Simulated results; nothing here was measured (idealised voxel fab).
The following is a process module called voxel self aligned vias.
Square cell edge 5 nm, section width 205 nm, ID cut.
In this document a cross-section is written as a grid of square cells. It is given as a series of bands, listed from the top down, and a band is one or more rows of cells. For a band, the entry starts with two heights in nm, that of the top and then that of the bottom, and carries on with the band's materials in order from left to right, each alongside its width in nm; the word "throughout" beside a single material means it fills the band edge to edge, and "air" means empty space. Zero point of the height axis is 0; under it, received wafer = one material. Lowest band: continues down indefinitely, "z 0 and below". Per-row width for "30 to 40": begins at first number (top row of band), ends at second number (bottom row), increment between rows held constant. Reading "no alteration" for a step: not a cell of the cross-section changed in it. "Enclosed internal cavities": sealed empty spaces, 8 cells or more, no open way to top, listed width x height at distance, with distance from the left edge and width, height and distance in nm. Note: text after step settings on the step line = simulator remark on that step. overlay nm: where the mask lay relative to plan, measured to the right, on steps with a mask; negatives go left.
# Listed below are the process steps as planned
1. RECEIVE (material Si)
2. CONFORMAL_DEP (material SiO2; thk nm 10)
3. CONFORMAL_DEP (material SiCN; thk nm 5)
4. DIRECTIONAL_DEP (material lowk; thk nm 30)
5. MASKED_ETCH (tone open; mask id LINES; width nm 20; pitch nm 65; etch materials lowk; depth nm 30; overlay nm 0)
6. CONFORMAL_DEP (material TiN; thk nm 5)
7. FILL_DEP (material W; thk nm 5)
8. CMP (height nm 45)
9. SELECTIVE_ETCH (etch materials W Ru TiN; depth nm 5)
10. FILL_DEP (material SiN; thk nm 5)
11. CMP (height nm 45)
12. DIRECTIONAL_DEP (material lowk; thk nm 15)
13. PATTERN (tone open; mask id VIAS; material resist; width nm 40; pitch nm 65; thk nm 20; overlay nm 0)
14. DIRECTIONAL_ETCH (etch materials lowk; depth nm 15)
15. DIRECTIONAL_ETCH (etch materials SiN; depth nm 5)
16. STRIP (etch materials resist)
17. CONFORMAL_DEP (material TiN; thk nm 5)
18. FILL_DEP (material Cu; thk nm 10)
19. CMP (height nm 60)
20. CONFORMAL_DEP (material SiCN; thk nm 5)
# Incoming wafer in cross-section (state: after step 1)
	z 0 and below | Si throughout
	Enclosed internal cavities: none
# The plan above was carried out on the starting structure above with one mistake, and this cross-section shows the wafer at the end of the module
	z 65 to 60 | SiCN throughout
	z 60 to 50 | 15 of lowk / 5 of TiN / 30 of Cu / 5 of TiN / 25 of lowk / 5 of TiN / 30 of Cu / 5 of TiN / 25 of lowk / 5 of TiN / 30 of Cu / 5 of TiN / 20 of lowk
	z 50 to 45 | 15 of lowk / 20 of TiN / 10 of Cu / 10 of TiN / 25 of lowk / 20 of TiN / 10 of Cu / 10 of TiN / 25 of lowk / 20 of TiN / 10 of Cu / 10 of TiN / 20 of lowk
	z 45 to 40 | 30 of lowk / 20 of TiN / 45 of lowk / 20 of TiN / 45 of lowk / 20 of TiN / 25 of lowk
	z 40 to 20 | 30 of lowk / 5 of TiN / 10 of W / 5 of TiN / 45 of lowk / 5 of TiN / 10 of W / 5 of TiN / 45 of lowk / 5 of TiN / 10 of W / 5 of TiN / 25 of lowk
	z 20 to 15 | 30 of lowk / 20 of TiN / 45 of lowk / 20 of TiN / 45 of lowk / 20 of TiN / 25 of lowk
	z 15 to 10 | SiCN throughout
	z 10 to 0 | SiO2 throughout
	z 0 and below | Si throughout
	Enclosed internal cavities: none
Misprocessing identified: it should be noted that step 5 was executed with settings other than those planned, the operation and settings actually applied being MASKED_ETCH (tone open; mask id LINES; width nm 20; pitch nm 65; etch materials lowk; depth nm 30; overlay nm 5)
